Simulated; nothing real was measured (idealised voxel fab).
Documented hereafter: the process module known as voxel wiring stack.
This is section cut - it's 290 nm across, gridded in 5 nm square cells.
Cross-section = grid of square cells, listed top down in bands; band = one or more rows. Top, bottom (nm), then materials left to right with widths (nm); lone material tagged "throughout" fills the whole band edge to edge; "air" = empty space. Heights are expressed relative to 0, this being the level below which the as-received wafer comprises one material exclusively. The lowest band is unbounded in the downward direction and is denoted as in "z 0 and below". Quick explanation for "30->40": the width changes in equal steps down the rows of cells, from the first number in the band's top row to the second number in its bottom row. "remained the same", as given for a step, is the statement that not any cell of the cross-section underwent a change during that step. Under "Trapped void list" you'll find the enclosed gaps, the ones with no way out to the top, that are 8 cells or bigger; each reads width x height at distance, with distance counted from the left edge, everything in nm. The remark found on a step's line after its settings is issued by the simulator itself and pertains to that step. overlay nm: mask offset rightward from planned place, masked step; negative means leftward offset.

plan:
- 1: RECEIVE [material Si]
- 2: CONFORMAL_DEP [material SiO2] [thk nm 10]
- 3: CONFORMAL_DEP [material SiCN] [thk nm 5]
- 4: DIRECTIONAL_DEP [material lowk] [thk nm 15]
- 5: MASKED_ETCH [tone open] [mask id METAL_1] [width nm 25] [pitch nm 50] [etch materials lowk] [depth nm 15] [overlay nm 0]
- 6: MASKED_ETCH [tone open] [mask id METAL_1] [width nm 25] [pitch nm 50] [etch materials SiCN] [depth nm 5] [overlay nm 0]
- 7: CONFORMAL_DEP [material TiN] [thk nm 5]
- 8: FILL_DEP [material Ru] [thk nm 5]
- 9: CMP [height nm 30]
- 10: CONFORMAL_DEP [material SiCN] [thk nm 5]
- 11: DIRECTIONAL_DEP [material SiO2] [thk nm 20]
- 12: PATTERN [tone open] [mask id PLUG_1] [material resist] [width nm 15] [pitch nm 50] [thk nm 15] [overlay nm 0]
- 13: DIRECTIONAL_ETCH [etch materials SiO2] [depth nm 20]
- 14: DIRECTIONAL_ETCH [etch materials SiCN] [depth nm 5]
- 15: STRIP [etch materials resist]
- 16: CONFORMAL_DEP [material TiN] [thk nm 5]
- 17: FILL_DEP [material W] [thk nm 5]
- 18: CMP [height nm 55]
- 19: CONFORMAL_DEP [material SiCN] [thk nm 5]
- 20: DIRECTIONAL_DEP [material SiO2] [thk nm 20]
- 21: PATTERN [tone open] [mask id METAL_2] [material resist] [width nm 25] [pitch nm 50] [thk nm 15] [overlay nm 0]
- 22: DIRECTIONAL_ETCH [etch materials SiO2] [depth nm 20]
- 23: DIRECTIONAL_ETCH [etch materials SiCN] [depth nm 5]
- 24: STRIP [etch materials resist]
- 25: CONFORMAL_DEP [material TiN] [thk nm 5]
- 26: FILL_DEP [material Cu] [thk nm 5]
- 27: CMP [height nm 80]
- 28: CONFORMAL_DEP [material SiCN] [thk nm 5]

Here's what the wafer looked like in cross-section when it arrived - that's after step 1:
  z 0 and below = Si throughout
  Trapped void list: none

First of two wafers at the end of the module, shown in cross-section; run carried out as planned:
  z 85 to 80 = SiCN throughout
  z 80 to 60 = SiO2 105 nm / TiN 5 nm / Cu 15 nm / TiN 5 nm / SiO2 25 nm / TiN 5 nm / Cu 15 nm / TiN 5 nm / SiO2 110 nm
  z 60 to 55 = SiCN 105 nm / TiN 25 nm / SiCN 25 nm / TiN 25 nm / SiCN 110 nm
  z 55 to 35 = SiO2 105 nm / TiN 5 nm / W 5 nm / TiN 5 nm / SiO2 35 nm / TiN 5 nm / W 5 nm / TiN 5 nm / SiO2 120 nm
  z 35 to 30 = SiCN 105 nm / TiN 15 nm / SiCN 35 nm / TiN 15 nm / SiCN 120 nm
  z 30 to 15 = lowk 105 nm / TiN 5 nm / Ru 15 nm / TiN 5 nm / lowk 25 nm / TiN 5 nm / Ru 15 nm / TiN 5 nm / lowk 110 nm
  z 15 to 10 = SiCN 105 nm / TiN 25 nm / SiCN 25 nm / TiN 25 nm / SiCN 110 nm
  z 10 to 0 = SiO2 throughout
  z 0 and below = Si throughout
  Trapped void list: none

Wafer two cross-section, module end. Start and plan unchanged from wafer one; one mistake made during the run:
  z 85 to 80 = SiCN throughout
  z 80 to 60 = SiO2 105 nm / TiN 5 nm / Cu 15 nm / TiN 5 nm / SiO2 25 nm / TiN 5 nm / Cu 15 nm / TiN 5 nm / SiO2 110 nm
  z 60 to 55 = SiCN 105 nm / TiN 25 nm / SiCN 25 nm / TiN 25 nm / SiCN 110 nm
  z 55 to 50 = TiN 110 nm / W 5 nm / TiN 45 nm / W 5 nm / TiN 125 nm
  z 50 to 35 = SiO2 105 nm / TiN 5 nm / W 5 nm / TiN 5 nm / SiO2 35 nm / TiN 5 nm / W 5 nm / TiN 5 nm / SiO2 120 nm
  z 35 to 30 = SiCN 105 nm / TiN 15 nm / SiCN 35 nm / TiN 15 nm / SiCN 120 nm
  z 30 to 15 = lowk 105 nm / TiN 5 nm / Ru 15 nm / TiN 5 nm / lowk 25 nm / TiN 5 nm / Ru 15 nm / TiN 5 nm / lowk 110 nm
  z 15 to 10 = SiCN 105 nm / TiN 25 nm / SiCN 25 nm / TiN 25 nm / SiCN 110 nm
  z 10 to 0 = SiO2 throughout
  z 0 and below = Si throughout
  Trapped void list: none
The mistake made against the process plan was this: note that step 11 departed from the planned setting and was carried out as DIRECTIONAL_DEP [material SiO2] [thk nm 15]
Final cells, second wafer relative to first, materials higher or lower: 52 fewer of SiO2; 52 more of TiN
